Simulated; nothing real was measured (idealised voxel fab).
Process module under the name voxel ribs on slabs
Section shown: cut. Width: 195 nm. Cell size: 5 nm, square.
Cross-section, as written here: a square-cell grid given band by band from the top down, where a band holds one or more rows of cells.
The band entry comprises the height of the band's top followed by the height of its bottom, expressed in nm, and subsequently the band's materials from left to right, each stated together with its width in nm. Where a single material is marked with the word "everywhere", that material fills the band from edge to edge. The word "blank" represents empty space.
The reference from which all heights are counted is 0, the level beneath which the as-received wafer is entirely one material; the lowest band, having no lower bound, proceeds downward and is written after the example "from 0 down".
It should be noted that a width expressed as "30..40" varies in equal increments from row to row of cells within the band, taking the value of the first number at the top row and that of the second number at the bottom row.
When a step is marked "remains unaltered", none of the cells in the cross-section changed during that step.
Closed-off voids of 8+ cells (no open route to the top) go in "Sealed internal cavities", written width x height at distance from the left edge, in nm.
On each step's line, the part that comes after the settings is the simulator's own comment on the step.
overlay nm: right-of-plan distance of the mask on a masked step; negative values mean left-of-plan.

[Process steps - plan]
1. RECEIVE (material Si)
2. DIRECTIONAL_DEP (material SiO2; thk nm 25)
3. DIRECTIONAL_DEP (material SiN; thk nm 15)
4. MASKED_ETCH (tone cover; mask id RIB; width nm 25; etch materials SiN; depth nm 10; overlay nm 0)
5. DIRECTIONAL_DEP (material aC; thk nm 15)
6. PATTERN (tone cover; mask id SLAB; material resist; width nm 85; thk nm 35; overlay nm 0)
7. DIRECTIONAL_ETCH (etch materials aC; depth nm 15)
8. STRIP (etch materials resist)
9. DIRECTIONAL_ETCH (etch materials SiN; depth nm 5)
10. STRIP (etch materials aC)
11. FILL_DEP (material SiO2; thk nm 20)
12. CMP (height nm 55)
13. DIRECTIONAL_DEP (material TiN; thk nm 10)
14. MASKED_ETCH (tone cover; mask id HEATER; width nm 35; etch materials TiN; depth nm 10; overlay nm 0)
15. CONFORMAL_DEP (material SiN; thk nm 5)

[Incoming wafer, cross-sectional view, post step 1]
> from 0 down = Si everywhere
> Sealed internal cavities: none

[Sectioned view, first of two wafers, at the close of the module, processed as intended in the plan]
> from 70 to 65 = 75 blank | 45 SiN | 75 blank
> from 65 to 60 = 75 blank | 5 SiN | 35 TiN | 5 SiN | 75 blank
> from 60 to 55 = 80 SiN | 35 TiN | 80 SiN
> from 55 to 40 = SiO2 everywhere
> from 40 to 30 = 85 SiO2 | 25 SiN | 85 SiO2
> from 30 to 25 = 55 SiO2 | 85 SiN | 55 SiO2
> from 25 to 0 = SiO2 everywhere
> from 0 down = Si everywhere
> Sealed internal cavities: none

[Second wafer of the two, sectioned at the end of the module. It began like the first and followed the same plan, but one mistake was made while running it]
> from 60 to 55 = 75 blank | 45 SiN | 75 blank
> from 55 to 50 = 75 blank | 5 SiN | 35 TiN | 5 SiN | 75 blank
> from 50 to 45 = 80 SiN | 35 TiN | 80 SiN
> from 45 to 40 = SiO2 everywhere
> from 40 to 30 = 85 SiO2 | 25 SiN | 85 SiO2
> from 30 to 25 = 55 SiO2 | 85 SiN | 55 SiO2
> from 25 to 0 = SiO2 everywhere
> from 0 down = Si everywhere
> Sealed internal cavities: none
Heads up, the wafer didn't run the way we planned it: step 12 changed vs plan, executed as CMP (height nm 45)
End check, counted in cells, second wafer has more or fewer of these materials than the first: SiO2: 78 fewer
